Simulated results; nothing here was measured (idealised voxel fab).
voxel spacer lines: a process module
Xsec cut, 275 nm wide, square cell size 5 nm.
This document writes a cross-section as a grid whose cells are square, and gives it as bands, listed from the top down; one or more rows of cells form a band. Top, bottom (nm), then materials left to right with widths (nm); lone material tagged "everywhere" fills the whole band edge to edge; "blank" = empty space. Heights are measured from 0, the level below which the as-received wafer is all one material; the lowest band has no bottom and continues downward, written as in "z 0 and below". Quick explanation for "30 to 40": the width changes in equal steps down the rows of cells, from the first number in the band's top row to the second number in its bottom row. Where a step carries "nothing changed", the cross-section came out of it unchanged, cell for cell. Closed-off voids of 8+ cells (no open route to the top) go in "Closed-off voids", written width x height at distance from the left edge, in nm. Where a step's line continues beyond its settings, the continuation is a remark by the simulator itself on that step. "overlay nm" on a masked step: distance the mask lay right of its planned place, negative for left.

**Steps planned for the process**
1. RECEIVE [material Si]
2. CONFORMAL_DEP [material Al2O3] [thk nm 5]
3. DIRECTIONAL_DEP [material SiN] [thk nm 15]
4. DIRECTIONAL_DEP [material polySi] [thk nm 20]
5. PATTERN [tone cover] [mask id MANDREL] [material resist] [width nm 25] [pitch nm 70] [thk nm 25] [overlay nm 0]
6. DIRECTIONAL_ETCH [etch materials polySi] [depth nm 20]
7. STRIP [etch materials resist]
8. CONFORMAL_DEP [material SiO2] [thk nm 10]
9. DIRECTIONAL_ETCH [etch materials SiO2] [depth nm 10]
10. STRIP [etch materials polySi]
11. DIRECTIONAL_ETCH [etch materials SiN] [depth nm 15]
12. STRIP [etch materials SiO2]

**First of the two wafers, run per plan**

**Received-state cross-section, reflecting completion of step 1**
> z 0 and below  Si everywhere
> Closed-off voids: none

**Wafer section view after processing step 2**
> z 5 to 0  Al2O3 everywhere
> Lower than 0, everything is as it was.

**Wafer section view after processing step 3**
> z 20 to 5  SiN everywhere
> Lower than 5, everything is as it was.

**Wafer section view after processing step 4**
> z 40 to 20  polySi everywhere
> Lower than 20, everything is as it was.

**Wafer section view after processing step 5**
> z 65 to 40  blank: 55  resist: 25  blank: 45  resist: 25  blank: 45  resist: 25  blank: 55
> Lower than 40, everything is as it was.

**Wafer section view after processing step 6**
> z 65 to 40  blank: 55  resist: 25  blank: 45  resist: 25  blank: 45  resist: 25  blank: 55
> z 40 to 20  blank: 55  polySi: 25  blank: 45  polySi: 25  blank: 45  polySi: 25  blank: 55
> Lower than 20, everything is as it was.

**Wafer section view after processing step 7**
> z 40 to 20  blank: 55  polySi: 25  blank: 45  polySi: 25  blank: 45  polySi: 25  blank: 55
> Lower than 20, everything is as it was.

**Wafer section view after processing step 8**
> z 50 to 40  blank: 45  SiO2: 45  blank: 25  SiO2: 45  blank: 25  SiO2: 45  blank: 45
> z 40 to 30  blank: 45  SiO2: 10  polySi: 25  SiO2: 10  blank: 25  SiO2: 10  polySi: 25  SiO2: 10  blank: 25  SiO2: 10  polySi: 25  SiO2: 10  blank: 45
> z 30 to 20  SiO2: 55  polySi: 25  SiO2: 45  polySi: 25  SiO2: 45  polySi: 25  SiO2: 55
> Lower than 20, everything is as it was.

**Wafer section view after processing step 9**
> z 40 to 20  blank: 45  SiO2: 10  polySi: 25  SiO2: 10  blank: 25  SiO2: 10  polySi: 25  SiO2: 10  blank: 25  SiO2: 10  polySi: 25  SiO2: 10  blank: 45
> Lower than 20, everything is as it was.

**Wafer section view after processing step 10**
> z 40 to 20  blank: 45  SiO2: 10  blank: 25  SiO2: 10  blank: 25  SiO2: 10  blank: 25  SiO2: 10  blank: 25  SiO2: 10  blank: 25  SiO2: 10  blank: 45
> Lower than 20, everything is as it was.

**Wafer section view after processing step 11**
> z 40 to 20  blank: 45  SiO2: 10  blank: 25  SiO2: 10  blank: 25  SiO2: 10  blank: 25  SiO2: 10  blank: 25  SiO2: 10  blank: 25  SiO2: 10  blank: 45
> z 20 to 5  blank: 45  SiN: 10  blank: 25  SiN: 10  blank: 25  SiN: 10  blank: 25  SiN: 10  blank: 25  SiN: 10  blank: 25  SiN: 10  blank: 45
> Lower than 5, everything is as it was.

**Wafer section view after processing step 12**
> z 20 to 5  blank: 45  SiN: 10  blank: 25  SiN: 10  blank: 25  SiN: 10  blank: 25  SiN: 10  blank: 25  SiN: 10  blank: 25  SiN: 10  blank: 45
> Lower than 5, everything is as it was.

**Wafer two. Same start, same plan, one slip in execution. Same as wafer one through step 3, inclusive**

**Second wafer, sectioned view, at step 4's planned end time**
> z 40 to 20  Al2O3 everywhere
> Lower than 20, everything is as it was.

**Second wafer, sectioned view, at step 5's planned end time**
> z 65 to 40  blank: 55  resist: 25  blank: 45  resist: 25  blank: 45  resist: 25  blank: 55
> Lower than 40, everything is as it was.

Second wafer, sectioned view, at step 6's planned end time: nothing changed

**Second wafer, sectioned view, at step 7's planned end time**
> z 40 to 20  Al2O3 everywhere
> Lower than 20, everything is as it was.

**Second wafer, sectioned view, at step 8's planned end time**
> z 50 to 40  SiO2 everywhere
> Lower than 40, everything is as it was.

**Second wafer, sectioned view, at step 9's planned end time**
> z 40 to 20  Al2O3 everywhere
> Lower than 20, everything is as it was.

Second wafer, sectioned view, at step 10's planned end time: nothing changed

Second wafer, sectioned view, at step 11's planned end time: nothing changed

Second wafer, sectioned view, at step 12's planned end time: nothing changed
It is concluded that the wafer was processed incorrectly with respect to the plan, in that step 4 was not run as planned; what actually ran was DIRECTIONAL_DEP [material Al2O3] [thk nm 20]
The closing comparison, in cells, has the second wafer with more or fewer of some materials than the first: Al2O3: 220 more, SiN: 129 more
